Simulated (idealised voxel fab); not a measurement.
Process module heading - voxel released beams
Cross-section cut: width 270 nm, square cells of 5 nm.
Cross-section layout: square cells on a grid; listed as bands, top to bottom; a band spans one or more cell rows.
A band entry consists of two parts. The first gives the height of the band's top and the height of its bottom, in nm. The rest lists the band's materials from left to right, each with its width in nm. A single material labelled with the word "all across" fills the band from edge to edge, and the word "blank" marks empty space.
Height reference: 0 = level under which incoming wafer is all one material. Lowest band: no bottom, runs on downward, e.g. "from 0 down".
When a width is written as two numbers, as in "30..40", the first number is the width in the top row of cells of the band and the second is the width in its bottom row, and the width changes by the same amount from each row to the next.
Step note "no alterations made" = no cross-section cell changed.
"Trapped cavities" - sealed voids, min. 8 cells, no opening to top; format: width x height at distance (distance from left edge; nm throughout).
It should be noted that, on the line of a given step, the content following the step's settings is a remark produced by the simulator itself with respect to that step.
overlay nm: step with mask; distance mask lay right of planned place; negative value = left of planned place.
Set out below are the planned steps of the process
1. RECEIVE (material Si)
2. CONFORMAL_DEP (material Al2O3; thk nm 5)
3. DIRECTIONAL_DEP (material SiO2; thk nm 15)
4. DIRECTIONAL_DEP (material aC; thk nm 10)
5. PATTERN (tone open; mask id ANCHOR; material resist; width nm 35; thk nm 30; overlay nm 0)
6. DIRECTIONAL_ETCH (etch materials aC; depth nm 10)
7. STRIP (etch materials resist)
8. DIRECTIONAL_ETCH (etch materials SiO2; depth nm 15)
9. STRIP (etch materials aC)
10. CONFORMAL_DEP (material SiN; thk nm 10)
11. DIRECTIONAL_DEP (material aC; thk nm 10)
12. PATTERN (tone cover; mask id BEAM; material resist; width nm 105; thk nm 25; overlay nm 0)
13. DIRECTIONAL_ETCH (etch materials aC; depth nm 10)
14. STRIP (etch materials resist)
15. DIRECTIONAL_ETCH (etch materials SiN; depth nm 10)
16. STRIP (etch materials aC)
17. STRIP (etch materials SiO2)
The first wafer of two, processed as planned
Wafer cross-section on receipt, i.e. after step 1
> from 0 down = Si all across
> Trapped cavities: none
Wafer xsec, post step 2
> from 5 to 0 = Al2O3 all across
> Heights below 0 show no change.
Wafer xsec, post step 3
> from 20 to 5 = SiO2 all across
> Heights below 5 show no change.
Wafer xsec, post step 4
> from 30 to 20 = aC all across
> Heights below 20 show no change.
Wafer xsec, post step 5
> from 60 to 30 = resist (85), blank (35), resist (150)
> Heights below 30 show no change.
Wafer xsec, post step 6
> from 50 to 30 = resist (85), blank (35), resist (150)
> from 30 to 20 = aC (85), blank (35), aC (150)
> Heights below 20 show no change.
Wafer xsec, post step 7
> from 30 to 20 = aC (85), blank (35), aC (150)
> Heights below 20 show no change.
Wafer xsec, post step 8
> from 30 to 20 = aC (85), blank (35), aC (150)
> from 20 to 5 = SiO2 (85), blank (35), SiO2 (150)
> Heights below 5 show no change.
Wafer xsec, post step 9
> from 20 to 5 = SiO2 (85), blank (35), SiO2 (150)
> Heights below 5 show no change.
Wafer xsec, post step 10
> from 30 to 20 = SiN (95), blank (15), SiN (160)
> from 20 to 15 = SiO2 (85), SiN (10), blank (15), SiN (10), SiO2 (150)
> from 15 to 5 = SiO2 (85), SiN (35), SiO2 (150)
> Heights below 5 show no change.
Wafer xsec, post step 11
> from 40 to 30 = aC (95), blank (15), aC (160)
> from 30 to 25 = SiN (95), blank (15), SiN (160)
> from 25 to 20 = SiN (95), aC (15), SiN (160)
> from 20 to 15 = SiO2 (85), SiN (10), aC (15), SiN (10), SiO2 (150)
> Heights below 15 show no change.
Wafer xsec, post step 12
> from 65 to 40 = blank (80), resist (105), blank (85)
> from 40 to 30 = aC (95), resist (15), aC (160)
> from 30 to 25 = SiN (95), resist (15), SiN (160)
> Heights below 25 show no change.
Wafer xsec, post step 13
> from 55 to 40 = blank (80), resist (105), blank (85)
> from 40 to 30 = blank (80), aC (15), resist (15), aC (75), blank (85)
> Heights below 30 show no change.
Wafer xsec, post step 14
> from 40 to 30 = blank (80), aC (15), blank (15), aC (75), blank (85)
> from 30 to 25 = SiN (95), blank (15), SiN (160)
> Heights below 25 show no change.
Wafer xsec, post step 15
> from 40 to 30 = blank (80), aC (15), blank (15), aC (75), blank (85)
> from 30 to 25 = blank (80), SiN (15), blank (15), SiN (75), blank (85)
> from 25 to 20 = blank (80), SiN (15), aC (15), SiN (75), blank (85)
> Heights below 20 show no change.
Wafer xsec, post step 16
> from 30 to 20 = blank (80), SiN (15), blank (15), SiN (75), blank (85)
> from 20 to 15 = SiO2 (85), SiN (10), blank (15), SiN (10), SiO2 (150)
> Heights below 15 show no change.
Wafer xsec, post step 17
> from 30 to 20 = blank (80), SiN (15), blank (15), SiN (75), blank (85)
> from 20 to 15 = blank (85), SiN (10), blank (15), SiN (10), blank (150)
> from 15 to 5 = blank (85), SiN (35), blank (150)
> Heights below 5 show no change.
Second Wafer (Identical Start and Plan, One Processing Error; Matches First Wafer Through Step 11)
when step 12 should have ended
> from 65 to 40 = blank (75), resist (105), blank (90)
> from 40 to 30 = aC (95), resist (15), aC (160)
> from 30 to 25 = SiN (95), resist (15), SiN (160)
> Heights below 25 show no change.
when step 13 should have ended
> from 55 to 40 = blank (75), resist (105), blank (90)
> from 40 to 30 = blank (75), aC (20), resist (15), aC (70), blank (90)
> Heights below 30 show no change.
when step 14 should have ended
> from 40 to 30 = blank (75), aC (20), blank (15), aC (70), blank (90)
> from 30 to 25 = SiN (95), blank (15), SiN (160)
> Heights below 25 show no change.
when step 15 should have ended
> from 40 to 30 = blank (75), aC (20), blank (15), aC (70), blank (90)
> from 30 to 25 = blank (75), SiN (20), blank (15), SiN (70), blank (90)
> from 25 to 20 = blank (75), SiN (20), aC (15), SiN (70), blank (90)
> Heights below 20 show no change.
when step 16 should have ended
> from 30 to 20 = blank (75), SiN (20), blank (15), SiN (70), blank (90)
> from 20 to 15 = SiO2 (85), SiN (10), blank (15), SiN (10), SiO2 (150)
> Heights below 15 show no change.
when step 17 should have ended
> from 30 to 20 = blank (75), SiN (20), blank (15), SiN (70), blank (90)
> from 20 to 15 = blank (85), SiN (10), blank (15), SiN (10), blank (150)
> from 15 to 5 = blank (85), SiN (35), blank (150)
> Heights below 5 show no change.
So what did we get wrong on this run? step 12 did not use the planned setting and instead ran as PATTERN (tone cover; mask id BEAM; material resist; width nm 105; thk nm 25; overlay nm -5)
At the close, every material occupies the same number of cells on the second wafer as on the first, only in different positions.
